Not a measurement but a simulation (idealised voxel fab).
Documented hereafter: the process module known as voxel plated lines.
In the cross-section labelled cut, the width is 245 nm and each square cell is 5 nm.
Cross-section spec: square-cell grid; bands listed top down; each band is one or more rows.
The band entry comprises the height of the band's top followed by the height of its bottom, expressed in nm, and subsequently the band's materials from left to right, each stated together with its width in nm. Where a single material is marked with the word "edge to edge", that material fills the band from edge to edge. The word "empty" represents empty space.
Note: height 0 marks the level under which the wafer is uniformly one material as received. Lowest band unbounded below, written "0 and below".
So if you see something like "30->40" for the width, read it as the top row of the band sitting at the first number and the bottom row at the second, with every row in between moving by the same amount as the last.
Key: "remained the same" - step with no changed cell in the cross-section.
The entry "Trapped voids" lists the empty spaces that cover at least 8 cells and have no open path to the top. Each is written as width x height at distance, where the distance is measured from the left edge and all three values are in nm.
That trailing text on a step's line, after the settings, is the simulator's own remark on the step.
Regarding "overlay nm": on a step with a mask, it is the distance the mask lay to the right of its planned place; a negative value places it to the left.

Process steps (planned):
1. RECEIVE | material Si
2. CONFORMAL_DEP | material SiO2 | thk nm 5
3. DIRECTIONAL_DEP | material TiN | thk nm 5
4. PATTERN | tone open | mask id LINES | material resist | width nm 20 | pitch nm 35 | thk nm 40 | overlay nm 0
5. EPI | material Ru | thk nm 5
6. EPI | material Ru | thk nm 5
7. EPI | material Ru | thk nm 5
8. STRIP | etch materials resist
9. DIRECTIONAL_ETCH | etch materials TiN | depth nm 5
10. CONFORMAL_DEP | material SiCN | thk nm 10

Step 1 complete: cross-section of the wafer as received:
0 and below | Si edge to edge
Trapped voids: none

The plan above was carried out on the starting structure above with one mistake, and this cross-section shows the wafer at the end of the module:
40 down to 25 | empty 60 nm | SiCN 120 nm | empty 65 nm
25 down to 20 | empty 60 nm | SiCN 15 nm | Ru 20 nm | SiCN 15 nm | Ru 20 nm | SiCN 15 nm | Ru 20 nm | SiCN 15 nm | empty 65 nm
20 down to 10 | SiCN 75 nm | Ru 20 nm | SiCN 15 nm | Ru 20 nm | SiCN 15 nm | Ru 20 nm | SiCN 80 nm
10 down to 5 | SiCN 75 nm | TiN 20 nm | SiCN 15 nm | TiN 20 nm | SiCN 15 nm | TiN 20 nm | SiCN 80 nm
5 down to 0 | SiO2 edge to edge
0 and below | Si edge to edge
Trapped voids: none
Plan not followed: off-plan run, step 10, actual operation and settings CONFORMAL_DEP | material SiCN | thk nm 15
